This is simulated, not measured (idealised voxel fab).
The name of this process module is voxel transistor to metal.
Cross-section cut spans 185 nm and uses square cells 5 nm in size.
Each cross-section below is a grid of square cells, stated as bands in top-down order, with one or more rows of cells making up each band.
Each band's line starts with the height of the band's top and of its bottom, in nm. Then come its materials from left to right, each with its width in nm. One material with "edge to edge" fills the band from edge to edge. "empty" is empty space.
Below 0: as-received wafer, all one material; heights counted from there. Lowest band: no bottom, goes on down, written "z 0 and below".
You'd read "30..40" like this: the band's top row of cells is as wide as the first number, its bottom row is as wide as the second, and going down, every row changes width by the same amount as the row before did.
For the purposes of this document, the phrase "same as before" attached to a step denotes that no cell within the cross-section was modified by that step.
Under "Enclosed void entries" you'll find the enclosed gaps, the ones with no way out to the top, that are 8 cells or bigger; each reads width x height at distance, with distance counted from the left edge, everything in nm.
Post-settings text on a step line: simulator's own remark regarding the step.
"overlay nm", when on a step's line for a step with a mask, measures how far to the right of its planned place the mask lay; a negative measure means to the left.

Here's what the planned process steps look like
1. op RECEIVE | material Si
2. op OXIDIZE | depth nm 5
3. op CONFORMAL_DEP | material SiN | thk nm 10
4. op PATTERN | tone cover | mask id ACTIVE | material resist | width nm 120 | thk nm 15 | overlay nm 0
5. op DIRECTIONAL_ETCH | etch materials SiN | depth nm 10
6. op DIRECTIONAL_ETCH | etch materials SiO2 | depth nm 5
7. op DIRECTIONAL_ETCH | etch materials Si | depth nm 25
8. op STRIP | etch materials resist
9. op OXIDIZE | depth nm 5
10. op FILL_DEP | material SiO2 | thk nm 15
11. op CMP | height nm 10
12. op SELECTIVE_ETCH | etch materials SiO2 | depth nm 10
13. op STRIP | etch materials SiN
14. op SELECTIVE_ETCH | etch materials SiO2 | depth nm 5
15. op OXIDIZE | depth nm 5
16. op DIRECTIONAL_DEP | material polySi | thk nm 25
17. op DIRECTIONAL_DEP | material SiCN | thk nm 15
18. op PATTERN | tone cover | mask id GATE | material resist | width nm 30 | thk nm 15 | overlay nm 0
19. op DIRECTIONAL_ETCH | etch materials SiCN | depth nm 25
20. op DIRECTIONAL_ETCH | etch materials polySi | depth nm 35
21. op STRIP | etch materials resist
22. op CONFORMAL_DEP | material SiO2 | thk nm 5
23. op DIRECTIONAL_ETCH | etch materials SiO2 | depth nm 5
24. op CONFORMAL_DEP | material SiN | thk nm 5
25. op DIRECTIONAL_ETCH | etch materials SiN | depth nm 5
26. op DIRECTIONAL_ETCH | etch materials SiO2 | depth nm 5
27. op DIRECTIONAL_ETCH | etch materials Si | depth nm 5
28. op EPI | material nSi | thk nm 10
29. op FILL_DEP | material SiO2 | thk nm 10
30. op CMP | height nm 20
31. op STRIP | etch materials polySi
32. op SELECTIVE_ETCH | etch materials SiO2 | depth nm 5
33. op CONFORMAL_DEP | material HfO2 | thk nm 5
34. op CONFORMAL_DEP | material TiN | thk nm 5
35. op FILL_DEP | material W | thk nm 5
36. op CMP | height nm 15
37. op DIRECTIONAL_DEP | material SiO2 | thk nm 10
38. op DIRECTIONAL_DEP | material aC | thk nm 15
39. op PATTERN | tone open | mask id CONTACT | material resist | width nm 20 | pitch nm 90 | thk nm 30 | overlay nm 0
40. op DIRECTIONAL_ETCH | etch materials aC | depth nm 15
41. op STRIP | etch materials resist
42. op DIRECTIONAL_ETCH | etch materials SiO2 | depth nm 30
43. op STRIP | etch materials aC
44. op CONFORMAL_DEP | material TiN | thk nm 5
45. op FILL_DEP | material Ru | thk nm 10
46. op CMP | height nm 25
47. op CONFORMAL_DEP | material SiN | thk nm 5
48. op DIRECTIONAL_DEP | material lowk | thk nm 20
49. op MASKED_ETCH | tone open | mask id METAL_1 | width nm 20 | pitch nm 90 | etch materials lowk | depth nm 20 | overlay nm 0
50. op MASKED_ETCH | tone open | mask id METAL_1 | width nm 20 | pitch nm 90 | etch materials SiN | depth nm 5 | overlay nm 0
51. op CONFORMAL_DEP | material TiN | thk nm 5
52. op FILL_DEP | material W | thk nm 10
53. op CMP | height nm 50
54. op EPI | material Ru | thk nm 5
55. op FILL_DEP | material SiCN | thk nm 5
56. op DIRECTIONAL_DEP | material lowk | thk nm 30
57. op PATTERN | tone open | mask id METAL_2_HOLES | material resist | width nm 15 | pitch nm 90 | thk nm 20 | overlay nm 0
58. op DIRECTIONAL_ETCH | etch materials lowk | depth nm 30
59. op STRIP | etch materials resist
60. op PATTERN | tone open | mask id METAL_2 | material resist | width nm 20 | pitch nm 90 | thk nm 15 | overlay nm 0
61. op DIRECTIONAL_ETCH | etch materials lowk | depth nm 20
62. op DIRECTIONAL_ETCH | etch materials SiCN | depth nm 5
63. op STRIP | etch materials resist
64. op CONFORMAL_DEP | material TiN | thk nm 5
65. op FILL_DEP | material Cu | thk nm 10
66. op CMP | height nm 90
67. op CONFORMAL_DEP | material SiN | thk nm 5
varied across the wafers: width nm of step 57. The plan shows the first wafer's value. All wafers start alike

Received condition of the first of several wafers, sectioned: post-step 1
	z 0 and below = Si edge to edge
	Enclosed void entries: none

End-of-module cross-section, first of several wafers, after last step 67
	z 95 to 90 = SiN edge to edge
	z 90 to 75 = lowk 35 nm, then TiN 5 nm, then Cu 10 nm, then TiN 5 nm, then lowk 70 nm, then TiN 5 nm, then Cu 10 nm, then TiN 5 nm, then lowk 40 nm
	z 75 to 70 = lowk 35 nm, then TiN 5 nm, then Cu 5 nm, then TiN 10 nm, then lowk 70 nm, then TiN 5 nm, then Cu 5 nm, then TiN 10 nm, then lowk 40 nm
	z 70 to 60 = lowk 35 nm, then TiN 5 nm, then Cu 5 nm, then TiN 5 nm, then lowk 75 nm, then TiN 5 nm, then Cu 5 nm, then TiN 5 nm, then lowk 45 nm
	z 60 to 55 = SiCN 35 nm, then TiN 15 nm, then SiCN 75 nm, then TiN 15 nm, then SiCN 45 nm
	z 55 to 50 = SiCN 30 nm, then Ru 30 nm, then SiCN 60 nm, then Ru 30 nm, then SiCN 35 nm
	z 50 to 30 = lowk 35 nm, then TiN 5 nm, then W 10 nm, then TiN 5 nm, then lowk 70 nm, then TiN 5 nm, then W 10 nm, then TiN 5 nm, then lowk 40 nm
	z 30 to 25 = SiN 35 nm, then TiN 20 nm, then SiN 70 nm, then TiN 20 nm, then SiN 40 nm
	z 25 to 15 = SiO2 35 nm, then TiN 5 nm, then Ru 10 nm, then TiN 5 nm, then SiO2 70 nm, then TiN 5 nm, then Ru 10 nm, then TiN 5 nm, then SiO2 40 nm
	z 15 to 0 = SiO2 35 nm, then TiN 5 nm, then Ru 10 nm, then TiN 5 nm, then SiO2 10 nm, then SiN 5 nm, then HfO2 5 nm, then TiN 5 nm, then W 20 nm, then TiN 5 nm, then HfO2 5 nm, then SiN 5 nm, then SiO2 10 nm, then TiN 5 nm, then Ru 10 nm, then TiN 5 nm, then SiO2 40 nm
	z 0 to -5 = SiO2 35 nm, then TiN 20 nm, then nSi 10 nm, then SiN 5 nm, then HfO2 5 nm, then TiN 30 nm, then HfO2 5 nm, then SiN 5 nm, then nSi 10 nm, then TiN 20 nm, then SiO2 40 nm
	z -5 to -10 = SiO2 30 nm, then nSi 35 nm, then SiO2 5 nm, then HfO2 40 nm, then SiO2 5 nm, then nSi 35 nm, then SiO2 35 nm
	z -10 to -15 = SiO2 35 nm, then nSi 30 nm, then Si 50 nm, then nSi 30 nm, then SiO2 40 nm
	z -15 to -35 = SiO2 35 nm, then Si 110 nm, then SiO2 40 nm
	z -35 and below = Si edge to edge
	Enclosed void entries: none

End of module, last wafer sectioned
	z 95 to 90 = SiN edge to edge
	z 90 to 65 = lowk 30 nm, then TiN 5 nm, then Cu 20 nm, then TiN 5 nm, then lowk 60 nm, then TiN 5 nm, then Cu 20 nm, then TiN 5 nm, then lowk 35 nm
	z 65 to 60 = lowk 30 nm, then TiN 10 nm, then Cu 10 nm, then TiN 10 nm, then lowk 60 nm, then TiN 10 nm, then Cu 10 nm, then TiN 10 nm, then lowk 35 nm
	z 60 to 55 = SiCN 35 nm, then TiN 20 nm, then SiCN 70 nm, then TiN 20 nm, then SiCN 40 nm
	z 55 to 50 = SiCN 30 nm, then Ru 30 nm, then SiCN 60 nm, then Ru 30 nm, then SiCN 35 nm
	z 50 to 30 = lowk 35 nm, then TiN 5 nm, then W 10 nm, then TiN 5 nm, then lowk 70 nm, then TiN 5 nm, then W 10 nm, then TiN 5 nm, then lowk 40 nm
	z 30 to 25 = SiN 35 nm, then TiN 20 nm, then SiN 70 nm, then TiN 20 nm, then SiN 40 nm
	z 25 to 15 = SiO2 35 nm, then TiN 5 nm, then Ru 10 nm, then TiN 5 nm, then SiO2 70 nm, then TiN 5 nm, then Ru 10 nm, then TiN 5 nm, then SiO2 40 nm
	z 15 to 0 = SiO2 35 nm, then TiN 5 nm, then Ru 10 nm, then TiN 5 nm, then SiO2 10 nm, then SiN 5 nm, then HfO2 5 nm, then TiN 5 nm, then W 20 nm, then TiN 5 nm, then HfO2 5 nm, then SiN 5 nm, then SiO2 10 nm, then TiN 5 nm, then Ru 10 nm, then TiN 5 nm, then SiO2 40 nm
	z 0 to -5 = SiO2 35 nm, then TiN 20 nm, then nSi 10 nm, then SiN 5 nm, then HfO2 5 nm, then TiN 30 nm, then HfO2 5 nm, then SiN 5 nm, then nSi 10 nm, then TiN 20 nm, then SiO2 40 nm
	z -5 to -10 = SiO2 30 nm, then nSi 35 nm, then SiO2 5 nm, then HfO2 40 nm, then SiO2 5 nm, then nSi 35 nm, then SiO2 35 nm
	z -10 to -15 = SiO2 35 nm, then nSi 30 nm, then Si 50 nm, then nSi 30 nm, then SiO2 40 nm
	z -15 to -35 = SiO2 35 nm, then Si 110 nm, then SiO2 40 nm
	z -35 and below = Si edge to edge
	Enclosed void entries: none

Per wafer, end of module: cells gained (+) or lost (-) per material since receipt, then closed voids
width nm 15; +18 Cu; +16 HfO2; +32 Ru; -161 Si; +56 SiCN; +74 SiN; +220 SiO2; +96 TiN; +28 W; +294 lowk; +30 nSi; Enclosed void entries: none
width nm 20; +24 Cu; +16 HfO2; +32 Ru; -161 Si; +54 SiCN; +74 SiN; +220 SiO2; +96 TiN; +28 W; +290 lowk; +30 nSi; Enclosed void entries: none
width nm 25; +34 Cu; +16 HfO2; +32 Ru; -161 Si; +54 SiCN; +74 SiN; +220 SiO2; +98 TiN; +28 W; +278 lowk; +30 nSi; Enclosed void entries: none
width nm 30; +44 Cu; +16 HfO2; +32 Ru; -161 Si; +54 SiCN; +74 SiN; +220 SiO2; +100 TiN; +28 W; +266 lowk; +30 nSi; Enclosed void entries: none
